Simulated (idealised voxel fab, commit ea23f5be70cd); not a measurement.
The document below concerns the process module designated voxel capacitor over wiring.
Square cells of 5 nm make up the cross-section cut, whose width is 180 nm.
Cross-section spec: square-cell grid; bands listed top down; each band is one or more rows. Top, bottom (nm), then materials left to right with widths (nm); lone material tagged "everywhere" fills the whole band edge to edge; "empty" = empty space. Where do heights start? At 0: under that level the wafer as delivered is made of one material only. And the lowest band has no floor; it just carries on downward, as in "0 -> down". Graded width ("30->40"): value in top row of band = first number; value in bottom row = second number; row-to-row change constant. Step marked "no change"? Then no cell in the cross-section changed in it. Each empty space that has no open way to the top and spans at least 8 cells appears under "Trapped void list" as width x height at distance, the distance counted from the left edge, all in nm. Post-settings text on a step line: simulator's own remark regarding the step. overlay nm: on a step with a mask, how far right of its planned place the mask lay; negative means left. Pairs ahead. Before: cross-section ahead of one process step. After: cross-section once the step is done, shown to the lowest changed band only. Under each pair: that step, with settings. Caution: pairs may come from different runs of this module on the same starting wafer; a pair follows the pair above only where its "Pre-step cross-section" entry says so.

[Pre-step cross-section]
    85 -> 75 = empty 55 nm, aC 60 nm, empty 65 nm
    75 -> 70 = empty 35 nm, aC 5 nm, empty 15 nm, aC 65 nm, empty 60 nm
    70 -> 65 = empty 35 nm, aC 20 nm, TiN 60 nm, aC 5 nm, empty 60 nm
    65 -> 60 = empty 35 nm, aC 20 nm, HfO2 60 nm, aC 5 nm, empty 60 nm
    60 -> 55 = TiN 40 nm, aC 15 nm, TiN 125 nm
    55 -> 50 = SiO2 40 nm, TiN 15 nm, SiO2 125 nm
    50 -> 45 = SiO2 40 nm, HfO2 15 nm, SiO2 125 nm
    45 -> 40 = SiCN 40 nm, TiN 15 nm, SiCN 125 nm
    40 -> 35 = lowk 25 nm, SiCN 35 nm, lowk 60 nm, SiCN 35 nm, lowk 25 nm
    35 -> 20 = lowk 25 nm, SiCN 5 nm, Ru 25 nm, SiCN 5 nm, lowk 60 nm, SiCN 5 nm, Ru 25 nm, SiCN 5 nm, lowk 25 nm
    20 -> 15 = SiCN 30 nm, Ru 25 nm, SiCN 70 nm, Ru 25 nm, SiCN 30 nm
    15 -> 0 = SiO2 everywhere
    0 -> down = Si everywhere
    Trapped void list: none

[Resultant Cross-Section]
    85 -> 75 = empty 55 nm, aC 60 nm, empty 65 nm
    75 -> 70 = empty 35 nm, aC 5 nm, empty 15 nm, aC 65 nm, empty 60 nm
    70 -> 65 = empty 35 nm, aC 20 nm, TiN 60 nm, aC 5 nm, empty 60 nm
    65 -> 60 = empty 35 nm, aC 20 nm, HfO2 60 nm, aC 5 nm, empty 60 nm
    60 -> 55 = empty 35 nm, TiN 5 nm, aC 15 nm, TiN 65 nm, empty 60 nm
    All layers under 55 are left as they were.
    Trapped void list: none
Going from the before section above to the after section, the step was DIRECTIONAL_ETCH, etch materials TiN, depth nm 5

Pre-step cross-section: same picture as after in the pair right above, so we don't repeat it.

[Resultant Cross-Section]
    70 -> 65 = empty 55 nm, TiN 60 nm, empty 65 nm
    65 -> 60 = empty 55 nm, HfO2 60 nm, empty 65 nm
    60 -> 55 = empty 35 nm, TiN 5 nm, empty 15 nm, TiN 65 nm, empty 60 nm
    All layers under 55 are left as they were.
    Trapped void list: none
Going from the before section above to the after section, the step was STRIP, etch materials aC

Pre-step cross-section: same picture as after in the pair right above, so we don't repeat it.

[Resultant Cross-Section]
    85 -> 70 = SiO2 everywhere
    70 -> 65 = SiO2 55 nm, TiN 60 nm, SiO2 65 nm
    65 -> 60 = SiO2 55 nm, HfO2 60 nm, SiO2 65 nm
    60 -> 55 = SiO2 35 nm, TiN 5 nm, SiO2 15 nm, TiN 65 nm, SiO2 60 nm
    All layers under 55 are left as they were.
    Trapped void list: none
Going from the before section above to the after section, the step was FILL_DEP, material SiO2, thk nm 15

Pre-step cross-section: same picture as after in the pair right above, so we don't repeat it.

[Resultant Cross-Section]
    80 -> 70 = SiO2 everywhere
    All layers under 70 are left as they were.
    Trapped void list: none
Going from the before section above to the after section, the step was CMP, height nm 80

Pre-step cross-section: same picture as after in the pair right above, so we don't repeat it.

[Resultant Cross-Section]
    90 -> 80 = aC everywhere
    All layers under 80 are left as they were.
    Trapped void list: none
Going from the before section above to the after section, the step was DIRECTIONAL_DEP, material aC, thk nm 10

Pre-step cross-section: same picture as after in the pair right above, so we don't repeat it.

[Resultant Cross-Section]
    120 -> 90 = resist 50 nm, empty 15 nm, resist 115 nm
    All layers under 90 are left as they were.
    Trapped void list: none
Going from the before section above to the after section, the step was PATTERN, tone open, mask id PLUG_2, material resist, width nm 15, thk nm 30, overlay nm 0

Pre-step cross-section: same picture as after in the pair right above, so we don't repeat it.

[Resultant Cross-Section]
    110 -> 90 = resist 50 nm, empty 15 nm, resist 115 nm
    90 -> 80 = aC 50 nm, empty 15 nm, aC 115 nm
    All layers under 80 are left as they were.
    Trapped void list: none
Going from the before section above to the after section, the step was DIRECTIONAL_ETCH, etch materials aC, depth nm 10

Pre-step cross-section: same picture as after in the pair right above, so we don't repeat it.

[Resultant Cross-Section]
    90 -> 80 = aC 50 nm, empty 15 nm, aC 115 nm
    All layers under 80 are left as they were.
    Trapped void list: none
Going from the before section above to the after section, the step was STRIP, etch materials resist

Pre-step cross-section: same picture as after in the pair right above, so we don't repeat it.

[Resultant Cross-Section]
    90 -> 80 = aC 50 nm, empty 15 nm, aC 115 nm
    80 -> 70 = SiO2 50 nm, empty 15 nm, SiO2 115 nm
    All layers under 70 are left as they were.
    Trapped void list: none
Going from the before section above to the after section, the step was DIRECTIONAL_ETCH, etch materials SiO2, depth nm 10

Pre-step cross-section: same picture as after in the pair right above, so we don't repeat it.

[Resultant Cross-Section]
    80 -> 70 = SiO2 50 nm, empty 15 nm, SiO2 115 nm
    All layers under 70 are left as they were.
    Trapped void list: none
Going from the before section above to the after section, the step was STRIP, etch materials aC

Pre-step cross-section: same picture as after in the pair right above, so we don't repeat it.

[Resultant Cross-Section]
    85 -> 80 = TiN 55 nm, empty 5 nm, TiN 120 nm
    80 -> 75 = SiO2 50 nm, TiN 5 nm, empty 5 nm, TiN 5 nm, SiO2 115 nm
    75 -> 65 = SiO2 50->55 nm, TiN 15->60 nm, SiO2 115->65 nm
    All layers under 65 are left as they were.
    Trapped void list: none
Going from the before section above to the after section, the step was CONFORMAL_DEP, material TiN, thk nm 5

Pre-step cross-section: same picture as after in the pair right above, so we don't repeat it.

[Resultant Cross-Section]
    95 -> 85 = W everywhere
    85 -> 80 = TiN 55 nm, W 5 nm, TiN 120 nm
    80 -> 75 = SiO2 50 nm, TiN 5 nm, W 5 nm, TiN 5 nm, SiO2 115 nm
    All layers under 75 are left as they were.
    Trapped void list: none
Going from the before section above to the after section, the step was FILL_DEP, material W, thk nm 10

Pre-step cross-section: same picture as after in the pair right above, so we don't repeat it.

[Resultant Cross-Section]
    80 -> 75 = SiO2 50 nm, TiN 5 nm, W 5 nm, TiN 5 nm, SiO2 115 nm
    All layers under 75 are left as they were.
    Trapped void list: none
Going from the before section above to the after section, the step was CMP, height nm 80

Pre-step cross-section: same picture as after in the pair right above, so we don't repeat it.

[Resultant Cross-Section]
    85 -> 80 = SiCN everywhere
    All layers under 80 are left as they were.
    Trapped void list: none
Going from the before section above to the after section, the step was CONFORMAL_DEP, material SiCN, thk nm 5

[Pre-step cross-section]
    15 -> 0 = SiO2 everywhere
    0 -> down = Si everywhere
    Trapped void list: none

[Resultant Cross-Section]
    30 -> 0 = SiO2 everywhere
    All layers under 0 are left as they were.
    Trapped void list: none
Going from the before section above to the after section, the step was CONFORMAL_DEP, material SiO2, thk nm 15

Pre-step cross-section: same picture as after in the pair right above, so we don't repeat it.

[Resultant Cross-Section]
    35 -> 30 = TiN everywhere
    All layers under 30 are left as they were.
    Trapped void list: none
Going from the before section above to the after section, the step was DIRECTIONAL_DEP, material TiN, thk nm 5

Pre-step cross-section: same picture as after in the pair right above, so we don't repeat it.

[Resultant Cross-Section]
    55 -> 35 = Ru everywhere
    All layers under 35 are left as they were.
    Trapped void list: none
Going from the before section above to the after section, the step was DIRECTIONAL_DEP, material Ru, thk nm 20

Pre-step cross-section: same picture as after in the pair right above, so we don't repeat it.

[Resultant Cross-Section]
    75 -> 55 = empty 30 nm, resist 25 nm, empty 70 nm, resist 25 nm, empty 30 nm
    All layers under 55 are left as they were.
    Trapped void list: none
Going from the before section above to the after section, the step was PATTERN, tone cover, mask id METAL_1, material resist, width nm 25, pitch nm 95, thk nm 20, overlay nm 0

Pre-step cross-section: same picture as after in the pair right above, so we don't repeat it.

[Resultant Cross-Section]
    75 -> 55 = empty 30 nm, resist 25 nm, empty 70 nm, resist 25 nm, empty 30 nm
    55 -> 35 = empty 30 nm, Ru 25 nm, empty 70 nm, Ru 25 nm, empty 30 nm
    All layers under 35 are left as they were.
    Trapped void list: none
Going from the before section above to the after section, the step was DIRECTIONAL_ETCH, etch materials Ru, depth nm 20

Pre-step cross-section: same picture as after in the pair right above, so we don't repeat it.

[Resultant Cross-Section]
    75 -> 55 = empty 30 nm, resist 25 nm, empty 70 nm, resist 25 nm, empty 30 nm
    55 -> 35 = empty 30 nm, Ru 25 nm, empty 70 nm, Ru 25 nm, empty 30 nm
    35 -> 30 = empty 30 nm, TiN 25 nm, empty 70 nm, TiN 25 nm, empty 30 nm
    All layers under 30 are left as they were.
    Trapped void list: none
Going from the before section above to the after section, the step was DIRECTIONAL_ETCH, etch materials TiN, depth nm 5

Pre-step cross-section: same picture as after in the pair right above, so we don't repeat it.

[Resultant Cross-Section]
    55 -> 35 = empty 30 nm, Ru 25 nm, empty 70 nm, Ru 25 nm, empty 30 nm
    All layers under 35 are left as they were.
    Trapped void list: none
Going from the before section above to the after section, the step was STRIP, etch materials resist

Pre-step cross-section: same picture as after in the pair right above, so we don't repeat it.

[Resultant Cross-Section]
    60 -> 55 = empty 25 nm, SiCN 35 nm, empty 60 nm, SiCN 35 nm, empty 25 nm
    55 -> 35 = empty 25 nm, SiCN 5 nm, Ru 25 nm, SiCN 5 nm, empty 60 nm, SiCN 5 nm, Ru 25 nm, SiCN 5 nm, empty 25 nm
    35 -> 30 = SiCN 30 nm, TiN 25 nm, SiCN 70 nm, TiN 25 nm, SiCN 30 nm
    All layers under 30 are left as they were.
    Trapped void list: none
Going from the before section above to the after section, the step was CONFORMAL_DEP, material SiCN, thk nm 5

Pre-step cross-section: same picture as after in the pair right above, so we don't repeat it.

[Resultant Cross-Section]
    65 -> 60 = lowk everywhere
    60 -> 55 = lowk 25 nm, SiCN 35 nm, lowk 60 nm, SiCN 35 nm, lowk 25 nm
    55 -> 35 = lowk 25 nm, SiCN 5 nm, Ru 25 nm, SiCN 5 nm, lowk 60 nm, SiCN 5 nm, Ru 25 nm, SiCN 5 nm, lowk 25 nm
    All layers under 35 are left as they were.
    Trapped void list: none
Going from the before section above to the after section, the step was FILL_DEP, material lowk, thk nm 5

Pre-step cross-section: same picture as after in the pair right above, so we don't repeat it.

[Resultant Cross-Section]
    40 -> 35 = lowk 25 nm, SiCN 5 nm, Ru 25 nm, SiCN 5 nm, lowk 60 nm, SiCN 5 nm, Ru 25 nm, SiCN 5 nm, lowk 25 nm
    All layers under 35 are left as they were.
    Trapped void list: none
Going from the before section above to the after section, the step was CMP, height nm 40

Pre-step cross-section: same picture as after in the pair right above, so we don't repeat it.

[Resultant Cross-Section]
    45 -> 40 = SiCN everywhere
    All layers under 40 are left as they were.
    Trapped void list: none
Going from the before section above to the after section, the step was CONFORMAL_DEP, material SiCN, thk nm 5

Pre-step cross-section: same picture as after in the pair right above, so we don't repeat it.

[Resultant Cross-Section]
    55 -> 45 = SiO2 everywhere
    All layers under 45 are left as they were.
    Trapped void list: none
Going from the before section above to the after section, the step was DIRECTIONAL_DEP, material SiO2, thk nm 10

Pre-step cross-section: same picture as after in the pair right above, so we don't repeat it.

[Resultant Cross-Section]
    70 -> 55 = aC everywhere
    All layers under 55 are left as they were.
    Trapped void list: none
Going from the before section above to the after section, the step was DIRECTIONAL_DEP, material aC, thk nm 15

Pre-step cross-section: same picture as after in the pair right above, so we don't repeat it.

[Resultant Cross-Section]
    105 -> 70 = resist 40 nm, empty 15 nm, resist 125 nm
    All layers under 70 are left as they were.
    Trapped void list: none
Going from the before section above to the after section, the step was PATTERN, tone open, mask id PLUG_1, material resist, width nm 15, thk nm 35, overlay nm 0

Pre-step cross-section: same picture as after in the pair right above, so we don't repeat it.

[Resultant Cross-Section]
    90 -> 70 = resist 40 nm, empty 15 nm, resist 125 nm
    70 -> 55 = aC 40 nm, empty 15 nm, aC 125 nm
    All layers under 55 are left as they were.
    Trapped void list: none
Going from the before section above to the after section, the step was DIRECTIONAL_ETCH, etch materials aC, depth nm 15

Pre-step cross-section: same picture as after in the pair right above, so we don't repeat it.

[Resultant Cross-Section]
    70 -> 55 = aC 40 nm, empty 15 nm, aC 125 nm
    All layers under 55 are left as they were.
    Trapped void list: none
Going from the before section above to the after section, the step was STRIP, etch materials resist

Pre-step cross-section: same picture as after in the pair right above, so we don't repeat it.

[Resultant Cross-Section]
    70 -> 55 = aC 40 nm, empty 15 nm, aC 125 nm
    55 -> 45 = SiO2 40 nm, empty 15 nm, SiO2 125 nm
    All layers under 45 are left as they were.
    Trapped void list: none
Going from the before section above to the after section, the step was DIRECTIONAL_ETCH, etch materials SiO2, depth nm 10

Pre-step cross-section: same picture as after in the pair right above, so we don't repeat it.

[Resultant Cross-Section]
    70 -> 55 = aC 40 nm, empty 15 nm, aC 125 nm
    55 -> 45 = SiO2 40 nm, empty 15 nm, SiO2 125 nm
    45 -> 40 = SiCN 40 nm, empty 15 nm, SiCN 125 nm
    All layers under 40 are left as they were.
    Trapped void list: none
Going from the before section above to the after section, the step was DIRECTIONAL_ETCH, etch materials SiCN, depth nm 5

Pre-step cross-section: same picture as after in the pair right above, so we don't repeat it.

[Resultant Cross-Section]
    55 -> 45 = SiO2 40 nm, empty 15 nm, SiO2 125 nm
    All layers under 45 are left as they were.
    Trapped void list: none
Going from the before section above to the after section, the step was STRIP, etch materials aC

Pre-step cross-section: same picture as after in the pair right above, so we don't repeat it.

[Resultant Cross-Section]
    55 -> 50 = SiO2 40 nm, empty 15 nm, SiO2 125 nm
    50 -> 45 = SiO2 40 nm, Ru 15 nm, SiO2 125 nm
    45 -> 40 = SiCN 40 nm, Ru 15 nm, SiCN 125 nm
    All layers under 40 are left as they were.
    Trapped void list: none
Going from the before section above to the after section, the step was EPI, material Ru, thk nm 10

Pre-step cross-section: same picture as after in the pair right above, so we don't repeat it.

[Resultant Cross-Section]
    55 -> 45 = SiO2 40 nm, Ru 15 nm, SiO2 125 nm
    All layers under 45 are left as they were.
    Trapped void list: none
Going from the before section above to the after section, the step was EPI, material Ru, thk nm 5

Pre-step cross-section: same picture as after in the pair right above, so we don't repeat it.

[Resultant Cross-Section]
    60 -> 55 = TiN everywhere
    All layers under 55 are left as they were.
    Trapped void list: none
Going from the before section above to the after section, the step was DIRECTIONAL_DEP, material TiN, thk nm 5

Pre-step cross-section: same picture as after in the pair right above, so we don't repeat it.

[Resultant Cross-Section]
    65 -> 60 = HfO2 everywhere
    All layers under 60 are left as they were.
    Trapped void list: none
Going from the before section above to the after section, the step was DIRECTIONAL_DEP, material HfO2, thk nm 5

Pre-step cross-section: same picture as after in the pair right above, so we don't repeat it.

[Resultant Cross-Section]
    70 -> 65 = TiN everywhere
    All layers under 65 are left as they were.
    Trapped void list: none
Going from the before section above to the after section, the step was DIRECTIONAL_DEP, material TiN, thk nm 5

Pre-step cross-section: same picture as after in the pair right above, so we don't repeat it.

[Resultant Cross-Section]
    85 -> 70 = aC everywhere
    All layers under 70 are left as they were.
    Trapped void list: none
Going from the before section above to the after section, the step was DIRECTIONAL_DEP, material aC, thk nm 15

Pre-step cross-section: same picture as after in the pair right above, so we don't repeat it.

[Resultant Cross-Section]
    115 -> 85 = empty 40 nm, resist 75 nm, empty 65 nm
    All layers under 85 are left as they were.
    Trapped void list: none
Going from the before section above to the after section, the step was PATTERN, tone cover, mask id UPPER_PLATE, material resist, width nm 75, thk nm 30, overlay nm 0

Pre-step cross-section: same picture as after in the pair right above, so we don't repeat it.

[Resultant Cross-Section]
    100 -> 85 = empty 40 nm, resist 75 nm, empty 65 nm
    85 -> 70 = empty 40 nm, aC 75 nm, empty 65 nm
    All layers under 70 are left as they were.
    Trapped void list: none
Going from the before section above to the after section, the step was DIRECTIONAL_ETCH, etch materials aC, depth nm 15

Pre-step cross-section: same picture as after in the pair right above, so we don't repeat it.

[Resultant Cross-Section]
    85 -> 70 = empty 40 nm, aC 75 nm, empty 65 nm
    All layers under 70 are left as they were.
    Trapped void list: none
Going from the before section above to the after section, the step was STRIP, etch materials resist

Pre-step cross-section: same picture as after in the pair right above, so we don't repeat it.

[Resultant Cross-Section]
    85 -> 70 = empty 40 nm, aC 75 nm, empty 65 nm
    70 -> 65 = empty 40 nm, TiN 75 nm, empty 65 nm
    All layers under 65 are left as they were.
    Trapped void list: none
Going from the before section above to the after section, the step was DIRECTIONAL_ETCH, etch materials TiN, depth nm 5

Pre-step cross-section: same picture as after in the pair right above, so we don't repeat it.

[Resultant Cross-Section]
    85 -> 70 = empty 40 nm, aC 75 nm, empty 65 nm
    70 -> 65 = empty 40 nm, TiN 75 nm, empty 65 nm
    65 -> 60 = empty 40 nm, HfO2 75 nm, empty 65 nm
    All layers under 60 are left as they were.
    Trapped void list: none
Going from the before section above to the after section, the step was DIRECTIONAL_ETCH, etch materials HfO2, depth nm 5

Pre-step cross-section: same picture as after in the pair right above, so we don't repeat it.

[Resultant Cross-Section]
    70 -> 65 = empty 40 nm, TiN 75 nm, empty 65 nm
    All layers under 65 are left as they were.
    Trapped void list: none
Going from the before section above to the after section, the step was STRIP, etch materials aC

Pre-step cross-section: same picture as after in the pair right above, so we don't repeat it.

[Resultant Cross-Section]
    85 -> 75 = empty 40 nm, aC 75 nm, empty 65 nm
    75 -> 70 = aC everywhere
    70 -> 65 = aC 40 nm, TiN 75 nm, aC 65 nm
    65 -> 60 = aC 40 nm, HfO2 75 nm, aC 65 nm
    All layers under 60 are left as they were.
    Trapped void list: none
Going from the before section above to the after section, the step was DIRECTIONAL_DEP, material aC, thk nm 15

Pre-step cross-section: same picture as after in the pair right above, so we don't repeat it.

[Resultant Cross-Section]
    120 -> 85 = empty 35 nm, resist 85 nm, empty 60 nm
    85 -> 75 = empty 35 nm, resist 5 nm, aC 75 nm, resist 5 nm, empty 60 nm
    All layers under 75 are left as they were.
    Trapped void list: none
Going from the before section above to the after section, the step was PATTERN, tone cover, mask id LOWER_PLATE, material resist, width nm 85, thk nm 35, overlay nm 0

Pre-step cross-section: same picture as after in the pair right above, so we don't repeat it.

[Resultant Cross-Section]
    105 -> 85 = empty 35 nm, resist 85 nm, empty 60 nm
    85 -> 75 = empty 35 nm, resist 5 nm, aC 75 nm, resist 5 nm, empty 60 nm
    75 -> 70 = empty 35 nm, aC 85 nm, empty 60 nm
    70 -> 65 = empty 35 nm, aC 5 nm, TiN 75 nm, aC 5 nm, empty 60 nm
    65 -> 60 = empty 35 nm, aC 5 nm, HfO2 75 nm, aC 5 nm, empty 60 nm
    All layers under 60 are left as they were.
    Trapped void list: none
Going from the before section above to the after section, the step was DIRECTIONAL_ETCH, etch materials aC, depth nm 15

Pre-step cross-section: same picture as after in the pair right above, so we don't repeat it.

[Resultant Cross-Section]
    85 -> 75 = empty 40 nm, aC 75 nm, empty 65 nm
    All layers under 75 are left as they were.
    Trapped void list: none
Going from the before section above to the after section, the step was STRIP, etch materials resist

Pre-step cross-section: same picture as after in the pair right above, so we don't repeat it.

[Resultant Cross-Section]
    85 -> 75 = empty 40 nm, aC 75 nm, empty 65 nm
    75 -> 70 = empty 35 nm, aC 85 nm, empty 60 nm
    70 -> 65 = empty 35 nm, aC 5 nm, TiN 75 nm, aC 5 nm, empty 60 nm
    65 -> 60 = empty 35 nm, aC 5 nm, HfO2 75 nm, aC 5 nm, empty 60 nm
    60 -> 55 = empty 35 nm, TiN 85 nm, empty 60 nm
    All layers under 55 are left as they were.
    Trapped void list: none
Going from the before section above to the after section, the step was DIRECTIONAL_ETCH, etch materials TiN, depth nm 5

Pre-step cross-section: same picture as after in the pair right above, so we don't repeat it.

[Resultant Cross-Section]
    70 -> 65 = empty 40 nm, TiN 75 nm, empty 65 nm
    65 -> 60 = empty 40 nm, HfO2 75 nm, empty 65 nm
    All layers under 60 are left as they were.
    Trapped void list: none
Going from the before section above to the after section, the step was STRIP, etch materials aC

Pre-step cross-section: same picture as after in the pair right above, so we don't repeat it.

[Resultant Cross-Section]
    85 -> 70 = SiO2 everywhere
    70 -> 65 = SiO2 40 nm, TiN 75 nm, SiO2 65 nm
    65 -> 60 = SiO2 40 nm, HfO2 75 nm, SiO2 65 nm
    60 -> 55 = SiO2 35 nm, TiN 85 nm, SiO2 60 nm
    All layers under 55 are left as they were.
    Trapped void list: none
Going from the before section above to the after section, the step was FILL_DEP, material SiO2, thk nm 15

Pre-step cross-section: same picture as after in the pair right above, so we don't repeat it.

[Resultant Cross-Section]
    80 -> 70 = SiO2 everywhere
    All layers under 70 are left as they were.
    Trapped void list: none
Going from the before section above to the after section, the step was CMP, height nm 80

Pre-step cross-section: same picture as after in the pair right above, so we don't repeat it.

[Resultant Cross-Section]
    90 -> 80 = aC everywhere
    All layers under 80 are left as they were.
    Trapped void list: none
Going from the before section above to the after section, the step was DIRECTIONAL_DEP, material aC, thk nm 10

Pre-step cross-section: same picture as after in the pair right above, so we don't repeat it.

[Resultant Cross-Section]
    120 -> 90 = resist 50 nm, empty 15 nm, resist 115 nm
    All layers under 90 are left as they were.
    Trapped void list: none
Going from the before section above to the after section, the step was PATTERN, tone open, mask id PLUG_2, material resist, width nm 15, thk nm 30, overlay nm 0

Pre-step cross-section: same picture as after in the pair right above, so we don't repeat it.

[Resultant Cross-Section]
    110 -> 90 = resist 50 nm, empty 15 nm, resist 115 nm
    90 -> 80 = aC 50 nm, empty 15 nm, aC 115 nm
    All layers under 80 are left as they were.
    Trapped void list: none
Going from the before section above to the after section, the step was DIRECTIONAL_ETCH, etch materials aC, depth nm 10

Pre-step cross-section: same picture as after in the pair right above, so we don't repeat it.

[Resultant Cross-Section]
    90 -> 80 = aC 50 nm, empty 15 nm, aC 115 nm
    All layers under 80 are left as they were.
    Trapped void list: none
Going from the before section above to the after section, the step was STRIP, etch materials resist

Pre-step cross-section: same picture as after in the pair right above, so we don't repeat it.

[Resultant Cross-Section]
    90 -> 80 = aC 50 nm, empty 15 nm, aC 115 nm
    80 -> 70 = SiO2 50 nm, empty 15 nm, SiO2 115 nm
    All layers under 70 are left as they were.
    Trapped void list: none
Going from the before section above to the after section, the step was DIRECTIONAL_ETCH, etch materials SiO2, depth nm 10

Pre-step cross-section: same picture as after in the pair right above, so we don't repeat it.

[Resultant Cross-Section]
    80 -> 70 = SiO2 50 nm, empty 15 nm, SiO2 115 nm
    All layers under 70 are left as they were.
    Trapped void list: none
Going from the before section above to the after section, the step was STRIP, etch materials aC

Pre-step cross-section: same picture as after in the pair right above, so we don't repeat it.

[Resultant Cross-Section]
    85 -> 80 = TiN 55 nm, empty 5 nm, TiN 120 nm
    80 -> 75 = SiO2 50 nm, TiN 5 nm, empty 5 nm, TiN 5 nm, SiO2 115 nm
    75 -> 65 = SiO2 50->40 nm, TiN 15->75 nm, SiO2 115->65 nm
    All layers under 65 are left as they were.
    Trapped void list: none
Going from the before section above to the after section, the step was CONFORMAL_DEP, material TiN, thk nm 5

Pre-step cross-section: same picture as after in the pair right above, so we don't repeat it.

[Resultant Cross-Section]
    95 -> 85 = W everywhere
    85 -> 80 = TiN 55 nm, W 5 nm, TiN 120 nm
    80 -> 75 = SiO2 50 nm, TiN 5 nm, W 5 nm, TiN 5 nm, SiO2 115 nm
    All layers under 75 are left as they were.
    Trapped void list: none
Going from the before section above to the after section, the step was FILL_DEP, material W, thk nm 10

Pre-step cross-section: same picture as after in the pair right above, so we don't repeat it.

[Resultant Cross-Section]
    80 -> 75 = SiO2 50 nm, TiN 5 nm, W 5 nm, TiN 5 nm, SiO2 115 nm
    All layers under 75 are left as they were.
    Trapped void list: none
Going from the before section above to the after section, the step was CMP, height nm 80

Pre-step cross-section: same picture as after in the pair right above, so we don't repeat it.

[Resultant Cross-Section]
    85 -> 80 = SiCN everywhere
    All layers under 80 are left as they were.
    Trapped void list: none
Going from the before section above to the after section, the step was CONFORMAL_DEP, material SiCN, thk nm 5

[Pre-step cross-section]
    35 -> 15 = Ru everywhere
    15 -> 0 = SiO2 everywhere
    0 -> down = Si everywhere
    Trapped void list: none

[Resultant Cross-Section]
    40 -> 35 = TiN everywhere
    All layers under 35 are left as they were.
    Trapped void list: none
Going from the before section above to the after section, the step was DIRECTIONAL_DEP, material TiN, thk nm 5

Pre-step cross-section: same picture as after in the pair right above, so we don't repeat it.

[Resultant Cross-Section]
    60 -> 40 = empty 30 nm, resist 25 nm, empty 70 nm, resist 25 nm, empty 30 nm
    All layers under 40 are left as they were.
    Trapped void list: none
Going from the before section above to the after section, the step was PATTERN, tone cover, mask id METAL_1, material resist, width nm 25, pitch nm 95, thk nm 20, overlay nm 0

Pre-step cross-section: same picture as after in the pair right above, so we don't repeat it.

[Resultant Cross-Section]
    60 -> 40 = empty 30 nm, resist 25 nm, empty 70 nm, resist 25 nm, empty 30 nm
    40 -> 35 = empty 30 nm, TiN 25 nm, empty 70 nm, TiN 25 nm, empty 30 nm
    All layers under 35 are left as they were.
    Trapped void list: none
Going from the before section above to the after section, the step was DIRECTIONAL_ETCH, etch materials TiN, depth nm 5

Pre-step cross-section: same picture as after in the pair right above, so we don't repeat it.

[Resultant Cross-Section]
    40 -> 35 = empty 30 nm, TiN 25 nm, empty 70 nm, TiN 25 nm, empty 30 nm
    All layers under 35 are left as they were.
    Trapped void list: none
Going from the before section above to the after section, the step was STRIP, etch materials resist

Pre-step cross-section: same picture as after in the pair right above, so we don't repeat it.

[Resultant Cross-Section]
    45 -> 40 = empty 25 nm, SiCN 35 nm, empty 60 nm, SiCN 35 nm, empty 25 nm
    40 -> 35 = SiCN 30 nm, TiN 25 nm, SiCN 70 nm, TiN 25 nm, SiCN 30 nm
    All layers under 35 are left as they were.
    Trapped void list: none
Going from the before section above to the after section, the step was CONFORMAL_DEP, material SiCN, thk nm 5

Pre-step cross-section: same picture as after in the pair right above, so we don't repeat it.

[Resultant Cross-Section]
    50 -> 45 = lowk everywhere
    45 -> 40 = lowk 25 nm, SiCN 35 nm, lowk 60 nm, SiCN 35 nm, lowk 25 nm
    All layers under 40 are left as they were.
    Trapped void list: none
Going from the before section above to the after section, the step was FILL_DEP, material lowk, thk nm 5

Pre-step cross-section: same picture as after in the pair right above, so we don't repeat it.

[Resultant Cross-Section]
    40 -> 35 = SiCN 30 nm, TiN 25 nm, SiCN 70 nm, TiN 25 nm, SiCN 30 nm
    All layers under 35 are left as they were.
    Trapped void list: none
Going from the before section above to the after section, the step was CMP, height nm 40

Pre-step cross-section: same picture as after in the pair right above, so we don't repeat it.

[Resultant Cross-Section]
    45 -> 40 = SiCN everywhere
    All layers under 40 are left as they were.
    Trapped void list: none
Going from the before section above to the after section, the step was CONFORMAL_DEP, material SiCN, thk nm 5

Pre-step cross-section: same picture as after in the pair right above, so we don't repeat it.

[Resultant Cross-Section]
    55 -> 45 = SiO2 everywhere
    All layers under 45 are left as they were.
    Trapped void list: none
Going from the before section above to the after section, the step was DIRECTIONAL_DEP, material SiO2, thk nm 10

Pre-step cross-section: same picture as after in the pair right above, so we don't repeat it.

[Resultant Cross-Section]
    70 -> 55 = aC everywhere
    All layers under 55 are left as they were.
    Trapped void list: none
Going from the before section above to the after section, the step was DIRECTIONAL_DEP, material aC, thk nm 15

Pre-step cross-section: same picture as after in the pair right above, so we don't repeat it.

[Resultant Cross-Section]
    105 -> 70 = resist 40 nm, empty 15 nm, resist 125 nm
    All layers under 70 are left as they were.
    Trapped void list: none
Going from the before section above to the after section, the step was PATTERN, tone open, mask id PLUG_1, material resist, width nm 15, thk nm 35, overlay nm 0

Pre-step cross-section: same picture as after in the pair right above, so we don't repeat it.

[Resultant Cross-Section]
    90 -> 70 = resist 40 nm, empty 15 nm, resist 125 nm
    70 -> 55 = aC 40 nm, empty 15 nm, aC 125 nm
    All layers under 55 are left as they were.
    Trapped void list: none
Going from the before section above to the after section, the step was DIRECTIONAL_ETCH, etch materials aC, depth nm 15

Pre-step cross-section: same picture as after in the pair right above, so we don't repeat it.

[Resultant Cross-Section]
    70 -> 55 = aC 40 nm, empty 15 nm, aC 125 nm
    All layers under 55 are left as they were.
    Trapped void list: none
Going from the before section above to the after section, the step was STRIP, etch materials resist

Pre-step cross-section: same picture as after in the pair right above, so we don't repeat it.

[Resultant Cross-Section]
    70 -> 55 = aC 40 nm, empty 15 nm, aC 125 nm
    55 -> 45 = SiO2 40 nm, empty 15 nm, SiO2 125 nm
    All layers under 45 are left as they were.
    Trapped void list: none
Going from the before section above to the after section, the step was DIRECTIONAL_ETCH, etch materials SiO2, depth nm 10

Pre-step cross-section: same picture as after in the pair right above, so we don't repeat it.

[Resultant Cross-Section]
    70 -> 55 = aC 40 nm, empty 15 nm, aC 125 nm
    55 -> 45 = SiO2 40 nm, empty 15 nm, SiO2 125 nm
    45 -> 40 = SiCN 40 nm, empty 15 nm, SiCN 125 nm
    All layers under 40 are left as they were.
    Trapped void list: none
Going from the before section above to the after section, the step was DIRECTIONAL_ETCH, etch materials SiCN, depth nm 5

Pre-step cross-section: same picture as after in the pair right above, so we don't repeat it.

[Resultant Cross-Section]
    55 -> 45 = SiO2 40 nm, empty 15 nm, SiO2 125 nm
    All layers under 45 are left as they were.
    Trapped void list: none
Going from the before section above to the after section, the step was STRIP, etch materials aC

Pre-step cross-section: same picture as after in the pair right above, so we don't repeat it.

[Resultant Cross-Section]
    55 -> 50 = SiO2 40 nm, empty 15 nm, SiO2 125 nm
    50 -> 45 = SiO2 40 nm, Ru 15 nm, SiO2 125 nm
    45 -> 40 = SiCN 40 nm, Ru 15 nm, SiCN 125 nm
    All layers under 40 are left as they were.
    Trapped void list: none
Going from the before section above to the after section, the step was EPI, material Ru, thk nm 10
